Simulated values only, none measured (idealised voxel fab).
Process module heading - voxel self aligned contacts
The width of the displayed cross-section, cut, is 295 nm; its cells are square, with a size of 5 nm.
A cross-section in this document is a grid of square cells, and it is written down as bands, the top band listed before the ones below it; a band is made up of one or more rows of cells. Read a band's entry like this: the first values are the height of its top and the height of its bottom in nm, and what follows is the sequence of materials from left to right, each with its width in nm. Note that "blank" is empty space, and that a single material marked "edge to edge" reaches across the band from edge to edge. Heads up on the height convention: 0 is the point under which the incoming wafer is all one material, and the lowest band has no bottom, it just keeps going down, like "0 down". Width spec "30->40" -> top row of cells at first value, bottom row at second value, equal per-row change in between. You'll sometimes find "no alteration" written for a step, and that's the way of saying that nowhere in the cross-section did a cell change during that step. Look at "Entrapped voids" for the closed voids: empty spaces with no open path to the top, sized 8 cells or up. Each is width x height at distance, distance from the left edge, all nm. It should be noted that, on the line of a given step, the content following the step's settings is a remark produced by the simulator itself with respect to that step. "overlay nm" denotes, for a step that has a mask, the displacement of the mask to the right of its planned place, with negative values corresponding to the left.
# Planned step list for the process
1) RECEIVE with material Si
2) CONFORMAL_DEP with material SiO2, thk nm 5
3) DIRECTIONAL_DEP with material polySi, thk nm 20
4) DIRECTIONAL_DEP with material SiN, thk nm 25
5) DIRECTIONAL_DEP with material aC, thk nm 15
6) PATTERN with tone cover, mask id GATE, material resist, width nm 25, pitch nm 65, thk nm 30, overlay nm 0
7) DIRECTIONAL_ETCH with etch materials aC, depth nm 5
8) STRIP with etch materials resist
9) DIRECTIONAL_ETCH with etch materials SiN, depth nm 25
10) DIRECTIONAL_ETCH with etch materials polySi, depth nm 20
11) STRIP with etch materials aC
12) CONFORMAL_DEP with material SiN, thk nm 10
13) DIRECTIONAL_ETCH with etch materials SiN, depth nm 10
14) FILL_DEP with material SiO2, thk nm 15
15) CMP with height nm 60
16) DIRECTIONAL_DEP with material aC, thk nm 10
17) PATTERN with tone open, mask id CONTACT, material resist, width nm 50, pitch nm 65, thk nm 25, overlay nm 0
18) DIRECTIONAL_ETCH with etch materials aC, depth nm 10
19) STRIP with etch materials resist
20) DIRECTIONAL_ETCH with etch materials SiO2, depth nm 60
21) STRIP with etch materials aC
22) CONFORMAL_DEP with material TiN, thk nm 5
23) FILL_DEP with material Ru, thk nm 10
24) CMP with height nm 60
25) CONFORMAL_DEP with material SiN, thk nm 5
Where the wafers of this document differ is in the depth nm of step 7; they start out the same, and the plan states the value that applied to the first wafer.
# First wafer of several, as received: cross-section after step 1
- 0 down  Si edge to edge
- Entrapped voids: none
# End of module, by wafer: material-by-material cell gain (+) or loss (-) since receipt, then closed voids
depth nm 5, +16 Ru, +354 SiN, +137 SiO2, +24 TiN, +236 polySi, Entrapped voids: none
depth nm 10, +16 Ru, +354 SiN, +137 SiO2, +24 TiN, +236 polySi, Entrapped voids: none
depth nm 15, +56 Ru, +242 SiN, +345 SiO2, +64 TiN, +60 polySi, Entrapped voids: none
depth nm 20, +56 Ru, +242 SiN, +345 SiO2, +64 TiN, +60 polySi, Entrapped voids: none
depth nm 25, +56 Ru, +242 SiN, +345 SiO2, +64 TiN, +60 polySi, Entrapped voids: none
depth nm 30, +56 Ru, +242 SiN, +345 SiO2, +64 TiN, +60 polySi, Entrapped voids: none
